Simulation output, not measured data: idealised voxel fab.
The following process module bears the name voxel capacitor over wiring.
Cross-sectional view cut (width: 235 nm; square cell size: 5 nm).
We lay out every cross-section as a grid of square cells and spell it out in bands from the top down, where one band means one or more rows of cells.
Top, bottom (nm), then materials left to right with widths (nm); lone material tagged "edge to edge" fills the whole band edge to edge; "empty" = empty space.
It should be noted that heights are counted from 0, beneath which the wafer as supplied is of one material throughout, and that the lowest band possesses no lower boundary but continues downward, as written in "0 and below".
Read "30->40" as a graded width: first number on top, second number at the bottom, same change between each pair of neighbouring rows.
What does "remained the same" mean for a step? It means no cell of the cross-section changed in that step.
Empty spaces counting at least 8 cells and having no open way to the top are listed in "Closed void inventory". The notation width x height at distance is used for each, the distance being from the left edge and all three values in nm.
On a step's line, text after the settings is the simulator commenting on that step.
overlay nm: step with mask; distance mask lay right of planned place; negative value = left of planned place.
Each of the pairs that make up the rest of this document says: here is the cross-section before one process step, here is the cross-section after it, drawn only down to the lowest band that changed, and here, under the pair, is the step lying between them with its settings. Different pairs may come from different runs of this module on the same starting wafer, so a pair continues from the pair above it only where its entry headed "Pre-step section" says so.

[Pre-step section]
> 105 down to 90 | SiCN edge to edge
> 90 down to 80 | SiCN 70, TiN 70, SiCN 95
> 80 down to 75 | SiCN 70, Al2O3 70, SiCN 95
> 75 down to 65 | SiCN 65, TiN 80, SiCN 90
> 65 down to 45 | SiO2 70, TiN 5, W 5, TiN 5, SiO2 150
> 45 down to 40 | SiCN 70, TiN 15, SiCN 150
> 40 down to 15 | SiO2 50, SiCN 5, Ru 30, SiCN 5, SiO2 55, SiCN 5, Ru 30, SiCN 5, SiO2 50
> 15 down to 10 | SiCN 55, TiN 30, SiCN 65, TiN 30, SiCN 55
> 10 down to 0 | SiO2 edge to edge
> 0 and below | Si edge to edge
> Closed void inventory: none

[Sectional View, Post-Process]
> 110 down to 90 | SiCN edge to edge
> Whatever lies below 90 is exactly as it was before.
> Closed void inventory: none
Can you say which step sits between the two cross-sections above? CONFORMAL_DEP [material SiCN] [thk nm 5]

[Pre-step section]
> 40 down to 15 | Ru edge to edge
> 15 down to 10 | TiN edge to edge
> 10 down to 0 | SiO2 edge to edge
> 0 and below | Si edge to edge
> Closed void inventory: none

[Sectional View, Post-Process]
> 40 down to 15 | Ru 55, empty 30, Ru 65, empty 30, Ru 55
> Whatever lies below 15 is exactly as it was before.
> Closed void inventory: none
Can you say which step sits between the two cross-sections above? MASKED_ETCH [tone open] [mask id METAL_1] [width nm 30] [pitch nm 95] [etch materials Ru] [depth nm 25] [overlay nm 0]

Pre-step section: see the after view in the pair directly above.

[Sectional View, Post-Process]
> 45 down to 40 | SiCN 60, empty 20, SiCN 75, empty 20, SiCN 60
> 40 down to 20 | Ru 55, SiCN 5, empty 20, SiCN 5, Ru 65, SiCN 5, empty 20, SiCN 5, Ru 55
> 20 down to 15 | Ru 55, SiCN 30, Ru 65, SiCN 30, Ru 55
> Whatever lies below 15 is exactly as it was before.
> Closed void inventory: none
Can you say which step sits between the two cross-sections above? CONFORMAL_DEP [material SiCN] [thk nm 5]

Pre-step section: see the after view in the pair directly above.

[Sectional View, Post-Process]
> 50 down to 45 | SiO2 edge to edge
> 45 down to 40 | SiCN 60, SiO2 20, SiCN 75, SiO2 20, SiCN 60
> 40 down to 20 | Ru 55, SiCN 5, SiO2 20, SiCN 5, Ru 65, SiCN 5, SiO2 20, SiCN 5, Ru 55
> Whatever lies below 20 is exactly as it was before.
> Closed void inventory: none
Can you say which step sits between the two cross-sections above? FILL_DEP [material SiO2] [thk nm 5]

Pre-step section: see the after view in the pair directly above.

[Sectional View, Post-Process]
> 40 down to 20 | Ru 55, SiCN 5, SiO2 20, SiCN 5, Ru 65, SiCN 5, SiO2 20, SiCN 5, Ru 55
> Whatever lies below 20 is exactly as it was before.
> Closed void inventory: none
Can you say which step sits between the two cross-sections above? CMP [height nm 40]

Pre-step section: see the after view in the pair directly above.

[Sectional View, Post-Process]
> 45 down to 40 | SiCN edge to edge
> Whatever lies below 40 is exactly as it was before.
> Closed void inventory: none
Can you say which step sits between the two cross-sections above? CONFORMAL_DEP [material SiCN] [thk nm 5]

Pre-step section: see the after view in the pair directly above.

[Sectional View, Post-Process]
> 65 down to 45 | SiO2 edge to edge
> Whatever lies below 45 is exactly as it was before.
> Closed void inventory: none
Can you say which step sits between the two cross-sections above? DIRECTIONAL_DEP [material SiO2] [thk nm 20]

Pre-step section: see the after view in the pair directly above.

[Sectional View, Post-Process]
> 85 down to 65 | resist 70, empty 15, resist 150
> Whatever lies below 65 is exactly as it was before.
> Closed void inventory: none
Can you say which step sits between the two cross-sections above? PATTERN [tone open] [mask id PLUG_1] [material resist] [width nm 15] [thk nm 20] [overlay nm 0]

Pre-step section: see the after view in the pair directly above.

[Sectional View, Post-Process]
> 85 down to 65 | resist 70, empty 15, resist 150
> 65 down to 45 | SiO2 70, empty 15, SiO2 150
> Whatever lies below 45 is exactly as it was before.
> Closed void inventory: none
Can you say which step sits between the two cross-sections above? DIRECTIONAL_ETCH [etch materials SiO2] [depth nm 20]

Pre-step section: see the after view in the pair directly above.

[Sectional View, Post-Process]
> 85 down to 65 | resist 70, empty 15, resist 150
> 65 down to 45 | SiO2 70, empty 15, SiO2 150
> 45 down to 40 | SiCN 70, empty 15, SiCN 150
> Whatever lies below 40 is exactly as it was before.
> Closed void inventory: none
Can you say which step sits between the two cross-sections above? DIRECTIONAL_ETCH [etch materials SiCN] [depth nm 5]

Pre-step section: see the after view in the pair directly above.

[Sectional View, Post-Process]
> 65 down to 45 | SiO2 70, empty 15, SiO2 150
> Whatever lies below 45 is exactly as it was before.
> Closed void inventory: none
Can you say which step sits between the two cross-sections above? STRIP [etch materials resist]

Pre-step section: see the after view in the pair directly above.

[Sectional View, Post-Process]
> 70 down to 65 | TiN 75, empty 5, TiN 155
> 65 down to 45 | SiO2 70, TiN 5, empty 5, TiN 5, SiO2 150
> 45 down to 40 | SiCN 70, TiN 15, SiCN 150
> Whatever lies below 40 is exactly as it was before.
> Closed void inventory: none
Can you say which step sits between the two cross-sections above? CONFORMAL_DEP [material TiN] [thk nm 5]

Pre-step section: see the after view in the pair directly above.

[Sectional View, Post-Process]
> 80 down to 70 | W edge to edge
> 70 down to 65 | TiN 75, W 5, TiN 155
> 65 down to 45 | SiO2 70, TiN 5, W 5, TiN 5, SiO2 150
> Whatever lies below 45 is exactly as it was before.
> Closed void inventory: none
Can you say which step sits between the two cross-sections above? FILL_DEP [material W] [thk nm 10]

Pre-step section: see the after view in the pair directly above.

[Sectional View, Post-Process]
> 65 down to 45 | SiO2 70, TiN 5, W 5, TiN 5, SiO2 150
> Whatever lies below 45 is exactly as it was before.
> Closed void inventory: none
Can you say which step sits between the two cross-sections above? CMP [height nm 65]

Pre-step section: see the after view in the pair directly above.

[Sectional View, Post-Process]
> 75 down to 65 | TiN edge to edge
> Whatever lies below 65 is exactly as it was before.
> Closed void inventory: none
Can you say which step sits between the two cross-sections above? DIRECTIONAL_DEP [material TiN] [thk nm 10]

Pre-step section: see the after view in the pair directly above.

[Sectional View, Post-Process]
> 80 down to 75 | Al2O3 edge to edge
> Whatever lies below 75 is exactly as it was before.
> Closed void inventory: none
Can you say which step sits between the two cross-sections above? DIRECTIONAL_DEP [material Al2O3] [thk nm 5]

Pre-step section: see the after view in the pair directly above.

[Sectional View, Post-Process]
> 90 down to 80 | TiN edge to edge
> Whatever lies below 80 is exactly as it was before.
> Closed void inventory: none
Can you say which step sits between the two cross-sections above? DIRECTIONAL_DEP [material TiN] [thk nm 10]

Pre-step section: see the after view in the pair directly above.

[Sectional View, Post-Process]
> 90 down to 80 | empty 70, TiN 70, empty 95
> Whatever lies below 80 is exactly as it was before.
> Closed void inventory: none
Can you say which step sits between the two cross-sections above? MASKED_ETCH [tone cover] [mask id UPPER_PLATE] [width nm 70] [etch materials TiN] [depth nm 10] [overlay nm 0]

Pre-step section: see the after view in the pair directly above.

[Sectional View, Post-Process]
> 90 down to 80 | empty 70, TiN 70, empty 95
> 80 down to 75 | empty 70, Al2O3 70, empty 95
> Whatever lies below 75 is exactly as it was before.
> Closed void inventory: none
Can you say which step sits between the two cross-sections above? MASKED_ETCH [tone cover] [mask id UPPER_PLATE] [width nm 70] [etch materials Al2O3] [depth nm 5] [overlay nm 0]

Pre-step section: see the after view in the pair directly above.

[Sectional View, Post-Process]
> 90 down to 80 | empty 70, TiN 70, empty 95
> 80 down to 75 | empty 70, Al2O3 70, empty 95
> 75 down to 65 | empty 65, TiN 80, empty 90
> Whatever lies below 65 is exactly as it was before.
> Closed void inventory: none
Can you say which step sits between the two cross-sections above? MASKED_ETCH [tone cover] [mask id LOWER_PLATE] [width nm 80] [etch materials TiN] [depth nm 10] [overlay nm 0]

Pre-step section: see the after view in the pair directly above.

[Sectional View, Post-Process]
> 110 down to 90 | SiO2 edge to edge
> 90 down to 80 | SiO2 70, TiN 70, SiO2 95
> 80 down to 75 | SiO2 70, Al2O3 70, SiO2 95
> 75 down to 65 | SiO2 65, TiN 80, SiO2 90
> Whatever lies below 65 is exactly as it was before.
> Closed void inventory: none
Can you say which step sits between the two cross-sections above? FILL_DEP [material SiO2] [thk nm 20]

Pre-step section: see the after view in the pair directly above.

[Sectional View, Post-Process]
> 105 down to 90 | SiO2 edge to edge
> Whatever lies below 90 is exactly as it was before.
> Closed void inventory: none
Can you say which step sits between the two cross-sections above? CMP [height nm 105]

Pre-step section: see the after view in the pair directly above.

[Sectional View, Post-Process]
> 115 down to 105 | aC edge to edge
> Whatever lies below 105 is exactly as it was before.
> Closed void inventory: none
Can you say which step sits between the two cross-sections above? DIRECTIONAL_DEP [material aC] [thk nm 10]

Pre-step section: see the after view in the pair directly above.

[Sectional View, Post-Process]
> 145 down to 115 | resist 80, empty 15, resist 140
> Whatever lies below 115 is exactly as it was before.
> Closed void inventory: none
Can you say which step sits between the two cross-sections above? PATTERN [tone open] [mask id PLUG_2] [material resist] [width nm 15] [thk nm 30] [overlay nm 0]

Pre-step section: see the after view in the pair directly above.

[Sectional View, Post-Process]
> 135 down to 115 | resist 80, empty 15, resist 140
> 115 down to 105 | aC 80, empty 15, aC 140
> Whatever lies below 105 is exactly as it was before.
> Closed void inventory: none
Can you say which step sits between the two cross-sections above? DIRECTIONAL_ETCH [etch materials aC] [depth nm 10]

Pre-step section: see the after view in the pair directly above.

[Sectional View, Post-Process]
> 115 down to 105 | aC 80, empty 15, aC 140
> Whatever lies below 105 is exactly as it was before.
> Closed void inventory: none
Can you say which step sits between the two cross-sections above? STRIP [etch materials resist]

Pre-step section: see the after view in the pair directly above.

[Sectional View, Post-Process]
> 115 down to 105 | aC 80, empty 15, aC 140
> 105 down to 90 | SiO2 80, empty 15, SiO2 140
> Whatever lies below 90 is exactly as it was before.
> Closed void inventory: none
Can you say which step sits between the two cross-sections above? DIRECTIONAL_ETCH [etch materials SiO2] [depth nm 15]

Pre-step section: see the after view in the pair directly above.

[Sectional View, Post-Process]
> 105 down to 90 | SiO2 80, empty 15, SiO2 140
> Whatever lies below 90 is exactly as it was before.
> Closed void inventory: none
Can you say which step sits between the two cross-sections above? STRIP [etch materials aC]

Pre-step section: see the after view in the pair directly above.

[Sectional View, Post-Process]
> 110 down to 105 | TiN 85, empty 5, TiN 145
> 105 down to 95 | SiO2 80, TiN 5, empty 5, TiN 5, SiO2 140
> 95 down to 90 | SiO2 80, TiN 15, SiO2 140
> Whatever lies below 90 is exactly as it was before.
> Closed void inventory: none
Can you say which step sits between the two cross-sections above? CONFORMAL_DEP [material TiN] [thk nm 5]

Pre-step section: see the after view in the pair directly above.

[Sectional View, Post-Process]
> 115 down to 110 | Ru edge to edge
> 110 down to 105 | TiN 85, Ru 5, TiN 145
> 105 down to 95 | SiO2 80, TiN 5, Ru 5, TiN 5, SiO2 140
> Whatever lies below 95 is exactly as it was before.
> Closed void inventory: none
Can you say which step sits between the two cross-sections above? FILL_DEP [material Ru] [thk nm 5]

Pre-step section: see the after view in the pair directly above.

[Sectional View, Post-Process]
> 105 down to 95 | SiO2 80, TiN 5, Ru 5, TiN 5, SiO2 140
> Whatever lies below 95 is exactly as it was before.
> Closed void inventory: none
Can you say which step sits between the two cross-sections above? CMP [height nm 105]

Pre-step section: see the after view in the pair directly above.

[Sectional View, Post-Process]
> 110 down to 105 | SiCN edge to edge
> Whatever lies below 105 is exactly as it was before.
> Closed void inventory: none
Can you say which step sits between the two cross-sections above? CONFORMAL_DEP [material SiCN] [thk nm 5]
